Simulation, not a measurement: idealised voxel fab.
process module | voxel self aligned contacts
Displayed cross-section: cut, width of 230 nm, square cells sized 5 nm.
Cross-section format: a grid of square cells, given as bands from top to bottom; each band is one or more rows of cells. Top height, bottom height, nm. Materials left to right, width each, nm. Single material + "edge to edge" = fills band edge to edge. "air" = empty. Basically, 0 is our baseline, since under it the wafer straight out of the box is all one material. The bottom band has no lower end and keeps on going down, so it looks like "top 0, no bottom". The expression "30..40" gives the width at the extremes of the band, the first number at its top row of cells and the second at its bottom row, with the width changing by equal amounts from each row to the next in between. It should be understood that the words "remained the same", when stated for a given step, signify that the cross-section underwent no change in any of its cells during that step. In "Closed voids list" the enclosed voids are listed, meaning empty spaces of 8 cells or larger without any opening to the top. The form is width x height at distance, distance from the left edge, units nm. Text after the settings on a step's line: the simulator's own remark on that step. What "overlay nm" on a step's line means: if the step has a mask, that mask lay this far to the right of its planned place, or, when the value is negative, to the left.

Planned process steps:
- 1: RECEIVE with material Si
- 2: CONFORMAL_DEP with material SiO2, thk nm 5
- 3: DIRECTIONAL_DEP with material polySi, thk nm 20
- 4: DIRECTIONAL_DEP with material SiN, thk nm 15
- 5: DIRECTIONAL_DEP with material aC, thk nm 15
- 6: PATTERN with tone cover, mask id GATE, material resist, width nm 25, pitch nm 50, thk nm 30, overlay nm 0
- 7: DIRECTIONAL_ETCH with etch materials aC, depth nm 15
- 8: STRIP with etch materials resist
- 9: DIRECTIONAL_ETCH with etch materials SiN, depth nm 15
- 10: DIRECTIONAL_ETCH with etch materials polySi, depth nm 20
- 11: STRIP with etch materials aC
- 12: CONFORMAL_DEP with material SiN, thk nm 5
- 13: DIRECTIONAL_ETCH with etch materials SiN, depth nm 5
- 14: FILL_DEP with material SiO2, thk nm 15
- 15: CMP with height nm 50
- 16: PATTERN with tone open, mask id CONTACT, material resist, width nm 35, thk nm 15, overlay nm 0
- 17: DIRECTIONAL_ETCH with etch materials SiO2, depth nm 50
- 18: STRIP with etch materials resist
- 19: CONFORMAL_DEP with material TiN, thk nm 5
- 20: FILL_DEP with material Ru, thk nm 10
- 21: CMP with height nm 50
- 22: CONFORMAL_DEP with material SiN, thk nm 5

Cross-section of the wafer as it came to us, i.e., already through step 1:
	top 0, no bottom | Si edge to edge
	Closed voids list: none

Final cross-section, module run with one mistake (start and plan as above):
	top 55, bottom 50 | SiN edge to edge
	top 50, bottom 45 | 70 nm SiO2, 35 nm SiN, 5 nm TiN, 5 nm Ru, 5 nm TiN, 35 nm SiN, 75 nm SiO2
	top 45, bottom 40 | 70 nm SiO2, 35 nm SiN, 15 nm TiN, 35 nm SiN, 75 nm SiO2
	top 40, bottom 25 | SiN edge to edge
	top 25, bottom 5 | polySi edge to edge
	top 5, bottom 0 | SiO2 edge to edge
	top 0, no bottom | Si edge to edge
	Closed voids list: none
what went wrong: plan step 4 was conducted twice
